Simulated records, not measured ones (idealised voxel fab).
Process module in this document: voxel spacer lines
cross-section cut | 265 nm wide | cells 5 nm
Heads up, the way a cross-section reads in here is a grid of square cells, handed over as bands from the top down, with every band being one or more rows of cells. Basically the band line says how high the top is and how high the bottom is, in nm, and then what's in it from left to right, every material with its width in nm. Empty space shows up as "air", and if a single material carries "all across" it runs the full band edge to edge. Below 0: as-received wafer, all one material; heights counted from there. Lowest band: no bottom, goes on down, written "z 0 and below". Top row gets the first number, bottom row gets the second, and each row in between changes by the same step: that is how a band width like "30..40" works. Given "stayed the same" for a step, no cell of the cross-section differs between before and after that step. Entry "Enclosed void listing" = empty spaces >= 8 cells with no open way to the top; each as width x height at distance, distance from left edge, all nm. Where a step's line continues beyond its settings, the continuation is a remark by the simulator itself on that step. "overlay nm" answers the question of how far to the right of plan the mask lay on a step that has a mask, and when it is negative the answer is to the left.

### Steps in the process plan
| 1 | RECEIVE [material Si] |
| 2 | CONFORMAL_DEP [material Al2O3] [thk nm 10] |
| 3 | DIRECTIONAL_DEP [material TiN] [thk nm 10] |
| 4 | DIRECTIONAL_DEP [material aC] [thk nm 25] |
| 5 | PATTERN [tone cover] [mask id MANDREL] [material resist] [width nm 20] [pitch nm 70] [thk nm 35] [overlay nm 0] |
| 6 | DIRECTIONAL_ETCH [etch materials aC] [depth nm 25] |
| 7 | STRIP [etch materials resist] |
| 8 | CONFORMAL_DEP [material SiO2] [thk nm 15] |
| 9 | DIRECTIONAL_ETCH [etch materials SiO2] [depth nm 15] |
| 10 | STRIP [etch materials aC] |
| 11 | DIRECTIONAL_ETCH [etch materials TiN] [depth nm 10] |
| 12 | STRIP [etch materials SiO2] |

### Run as planned: first of two wafers

### Cross-section, incoming material, after step 1
z 0 and below  Si all across
Enclosed void listing: none

### Take a look at the wafer's cross-section after step 2
z 10 to 0  Al2O3 all across
Heights below 0 show no change.

### Take a look at the wafer's cross-section after step 3
z 20 to 10  TiN all across
Heights below 10 show no change.

### Take a look at the wafer's cross-section after step 4
z 45 to 20  aC all across
Heights below 20 show no change.

### Take a look at the wafer's cross-section after step 5
z 80 to 45  air 50; resist 20; air 50; resist 20; air 50; resist 20; air 55
Heights below 45 show no change.

### Take a look at the wafer's cross-section after step 6
z 55 to 45  air 50; resist 20; air 50; resist 20; air 50; resist 20; air 55
z 45 to 20  air 50; aC 20; air 50; aC 20; air 50; aC 20; air 55
Heights below 20 show no change.

### Take a look at the wafer's cross-section after step 7
z 45 to 20  air 50; aC 20; air 50; aC 20; air 50; aC 20; air 55
Heights below 20 show no change.

### Take a look at the wafer's cross-section after step 8
z 60 to 45  air 35; SiO2 50; air 20; SiO2 50; air 20; SiO2 50; air 40
z 45 to 35  air 35; SiO2 15; aC 20; SiO2 15; air 20; SiO2 15; aC 20; SiO2 15; air 20; SiO2 15; aC 20; SiO2 15; air 40
z 35 to 20  SiO2 50; aC 20; SiO2 50; aC 20; SiO2 50; aC 20; SiO2 55
Heights below 20 show no change.

### Take a look at the wafer's cross-section after step 9
z 45 to 20  air 35; SiO2 15; aC 20; SiO2 15; air 20; SiO2 15; aC 20; SiO2 15; air 20; SiO2 15; aC 20; SiO2 15; air 40
Heights below 20 show no change.

### Take a look at the wafer's cross-section after step 10
z 45 to 20  air 35; SiO2 15; air 20; SiO2 15; air 20; SiO2 15; air 20; SiO2 15; air 20; SiO2 15; air 20; SiO2 15; air 40
Heights below 20 show no change.

### Take a look at the wafer's cross-section after step 11
z 45 to 20  air 35; SiO2 15; air 20; SiO2 15; air 20; SiO2 15; air 20; SiO2 15; air 20; SiO2 15; air 20; SiO2 15; air 40
z 20 to 10  air 35; TiN 15; air 20; TiN 15; air 20; TiN 15; air 20; TiN 15; air 20; TiN 15; air 20; TiN 15; air 40
Heights below 10 show no change.

### Take a look at the wafer's cross-section after step 12
z 20 to 10  air 35; TiN 15; air 20; TiN 15; air 20; TiN 15; air 20; TiN 15; air 20; TiN 15; air 20; TiN 15; air 40
Heights below 10 show no change.

### Second Wafer (Identical Start and Plan, One Processing Error; Matches First Wafer Through Step 7)

### What the second wafer looks like in cross-section when step 8 should have wrapped up
z 55 to 45  air 40; SiO2 40; air 30; SiO2 40; air 30; SiO2 40; air 45
z 45 to 30  air 40; SiO2 10; aC 20; SiO2 10; air 30; SiO2 10; aC 20; SiO2 10; air 30; SiO2 10; aC 20; SiO2 10; air 45
z 30 to 20  SiO2 50; aC 20; SiO2 50; aC 20; SiO2 50; aC 20; SiO2 55
Heights below 20 show no change.

### What the second wafer looks like in cross-section when step 9 should have wrapped up
z 45 to 40  air 50; aC 20; air 50; aC 20; air 50; aC 20; air 55
z 40 to 20  air 40; SiO2 10; aC 20; SiO2 10; air 30; SiO2 10; aC 20; SiO2 10; air 30; SiO2 10; aC 20; SiO2 10; air 45
Heights below 20 show no change.

### What the second wafer looks like in cross-section when step 10 should have wrapped up
z 40 to 20  air 40; SiO2 10; air 20; SiO2 10; air 30; SiO2 10; air 20; SiO2 10; air 30; SiO2 10; air 20; SiO2 10; air 45
Heights below 20 show no change.

### What the second wafer looks like in cross-section when step 11 should have wrapped up
z 40 to 20  air 40; SiO2 10; air 20; SiO2 10; air 30; SiO2 10; air 20; SiO2 10; air 30; SiO2 10; air 20; SiO2 10; air 45
z 20 to 10  air 40; TiN 10; air 20; TiN 10; air 30; TiN 10; air 20; TiN 10; air 30; TiN 10; air 20; TiN 10; air 45
Heights below 10 show no change.

### What the second wafer looks like in cross-section when step 12 should have wrapped up
z 20 to 10  air 40; TiN 10; air 20; TiN 10; air 30; TiN 10; air 20; TiN 10; air 30; TiN 10; air 20; TiN 10; air 45
Heights below 10 show no change.
Run error: in deviation from the planned setting, step 8 was conducted as CONFORMAL_DEP [material SiO2] [thk nm 10]
At the finish, the second wafer shows more or fewer cells for some materials than the first does: 12 fewer of TiN
